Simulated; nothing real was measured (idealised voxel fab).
A process module follows: voxel double patterning.
265 nm wide, 5 nm square cells: that's cross-section cut.
When this document writes out a cross-section, it uses a grid of square cells and lists it as bands, beginning at the top and moving down, with a band standing for one or more rows of cells.
For a band, the entry starts with two heights in nm, that of the top and then that of the bottom, and carries on with the band's materials in order from left to right, each alongside its width in nm; the word "all across" beside a single material means it fills the band edge to edge, and "blank" means empty space.
Where do heights start? At 0: under that level the wafer as delivered is made of one material only. And the lowest band has no floor; it just carries on downward, as in "top 0, no bottom".
Width spec "30..40" -> top row of cells at first value, bottom row at second value, equal per-row change in between.
"same as before" after a step means that no cell of the cross-section changed.
"Sealed-off cavities" enumerates empty spaces isolated from the top, with no open way to it, that contain at least 8 cells, giving each as width x height at distance from the left edge, all three in nm.
Heads up: the bit after the settings on a step's line is the simulator's remark on that step.
Steps that use a mask can have "overlay nm" on their line. It says how far the mask sat to the right of where it was meant to be. Negative means to the left.

Here's what the planned process steps look like
| 1 | RECEIVE with material Si |
| 2 | CONFORMAL_DEP with material SiO2, thk nm 5 |
| 3 | DIRECTIONAL_DEP with material W, thk nm 15 |
| 4 | DIRECTIONAL_DEP with material SiCN, thk nm 10 |
| 5 | MASKED_ETCH with tone open, mask id FIRST, width nm 15, pitch nm 50, etch materials SiCN, depth nm 10, overlay nm 0 |
| 6 | MASKED_ETCH with tone open, mask id SECOND, width nm 15, etch materials SiCN, depth nm 10, overlay nm 0 |
| 7 | DIRECTIONAL_ETCH with etch materials W, depth nm 15 |
| 8 | STRIP with etch materials SiCN |

First wafer out of two, processed as planned

Cross-section of the wafer as it came to us, i.e., already through step 1
    top 0, no bottom = Si all across
    Sealed-off cavities: none

Cross-section: wafer state after step 2
    top 5, bottom 0 = SiO2 all across
    No changes below 0.

Cross-section: wafer state after step 3
    top 20, bottom 5 = W all across
    No changes below 5.

Cross-section: wafer state after step 4
    top 30, bottom 20 = SiCN all across
    No changes below 20.

Cross-section: wafer state after step 5
    top 30, bottom 20 = SiCN 100 nm | blank 15 nm | SiCN 35 nm | blank 15 nm | SiCN 100 nm
    No changes below 20.

Cross-section: wafer state after step 6
    top 30, bottom 20 = SiCN 100 nm | blank 15 nm | SiCN 10 nm | blank 15 nm | SiCN 10 nm | blank 15 nm | SiCN 100 nm
    No changes below 20.

Cross-section: wafer state after step 7
    top 30, bottom 20 = SiCN 100 nm | blank 15 nm | SiCN 10 nm | blank 15 nm | SiCN 10 nm | blank 15 nm | SiCN 100 nm
    top 20, bottom 5 = W 100 nm | blank 15 nm | W 10 nm | blank 15 nm | W 10 nm | blank 15 nm | W 100 nm
    No changes below 5.

Cross-section: wafer state after step 8
    top 20, bottom 5 = W 100 nm | blank 15 nm | W 10 nm | blank 15 nm | W 10 nm | blank 15 nm | W 100 nm
    No changes below 5.

Second wafer: same start and same plan as the first, one execution error; identical to the first through step 1

Cross-sectional representation of the second wafer at the time designated in the plan for the completion of step 2
    top 15, bottom 0 = W all across
    No changes below 0.

Cross-sectional representation of the second wafer at the time designated in the plan for the completion of step 3
    top 20, bottom 15 = SiO2 all across
    No changes below 15.

Cross-sectional representation of the second wafer at the time designated in the plan for the completion of step 4
    top 30, bottom 20 = SiCN all across
    No changes below 20.

Cross-sectional representation of the second wafer at the time designated in the plan for the completion of step 5
    top 30, bottom 20 = SiCN 100 nm | blank 15 nm | SiCN 35 nm | blank 15 nm | SiCN 100 nm
    No changes below 20.

Cross-sectional representation of the second wafer at the time designated in the plan for the completion of step 6
    top 30, bottom 20 = SiCN 100 nm | blank 15 nm | SiCN 10 nm | blank 15 nm | SiCN 10 nm | blank 15 nm | SiCN 100 nm
    No changes below 20.

Cross-sectional representation of the second wafer at the time designated in the plan for the completion of step 7: same as before

Cross-sectional representation of the second wafer at the time designated in the plan for the completion of step 8
    top 20, bottom 15 = SiO2 all across
    No changes below 15.
Which mistake was made when the wafer was run? it was found that steps 2 and 3 of the process plan had been performed in exchanged positions
Wafer comparison, final, in cells, second relative to first, materials more or fewer: W: 27 more
